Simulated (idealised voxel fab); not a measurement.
voxel ribs on slabs: a process module
For reference, the cross-section in this document is cut, with width 235 nm and square cells of 5 nm.
Format of a cross-section: grid, square cells. Given as bands. Order: top down. Band: one or more rows of cells.
Band: top and bottom heights (nm) first, top before bottom; then materials from left to right, widths in nm. "everywhere" marks a sole material filling the band edge to edge. "empty" denotes empty space.
Basically, 0 is our baseline, since under it the wafer straight out of the box is all one material. The bottom band has no lower end and keeps on going down, so it looks like "from 0 down".
A width given as "30->40" starts at the first number in the band's top row and ends at the second number in its bottom row, shifting by an equal amount at every step from row to row.
Take "no modifications" at face value: in the step it is given for, the cross-section changed in none of its cells.
Look at "Closed void register" for the closed voids: empty spaces with no open path to the top, sized 8 cells or up. Each is width x height at distance, distance from the left edge, all nm.
Formally, on a step line, whatever follows the settings is a remark that the simulator itself makes on the step.
What "overlay nm" on a step's line means: if the step has a mask, that mask lay this far to the right of its planned place, or, when the value is negative, to the left.

Process steps (planned)
1. RECEIVE (material Si)
2. DIRECTIONAL_DEP (material SiO2; thk nm 25)
3. DIRECTIONAL_DEP (material polySi; thk nm 15)
4. MASKED_ETCH (tone cover; mask id RIB; width nm 20; etch materials polySi; depth nm 5; overlay nm 0)
5. MASKED_ETCH (tone cover; mask id SLAB; width nm 70; etch materials polySi; depth nm 15; overlay nm 0)
6. FILL_DEP (material SiO2; thk nm 25)
7. CMP (height nm 65)
8. DIRECTIONAL_DEP (material TiN; thk nm 5)
9. PATTERN (tone cover; mask id HEATER; material resist; width nm 30; thk nm 20; overlay nm 0)
10. DIRECTIONAL_ETCH (etch materials TiN; depth nm 5)
11. STRIP (etch materials resist)
12. CONFORMAL_DEP (material SiO2; thk nm 5)
For this document, wafers share an identical start and vary in the step 3 thk nm; the plan quotes the first wafer's value.

As received, i.e. after step 1: cross-section through the first of several wafers
from 0 down  Si everywhere
Closed void register: none

Below, a row for every wafer. Read it as the end-of-module picture: for each material the wafer shows its cells gained (+) or lost (-) since it was received, and then its closed voids
thk nm 15 | +628 SiO2 | +6 TiN | +32 polySi | Closed void register: none
thk nm 20 | +614 SiO2 | +6 TiN | +46 polySi | Closed void register: none
thk nm 25 | +567 SiO2 | +6 TiN | +93 polySi | Closed void register: none
thk nm 30 | +520 SiO2 | +6 TiN | +140 polySi | Closed void register: none
thk nm 35 | +473 SiO2 | +6 TiN | +187 polySi | Closed void register: none
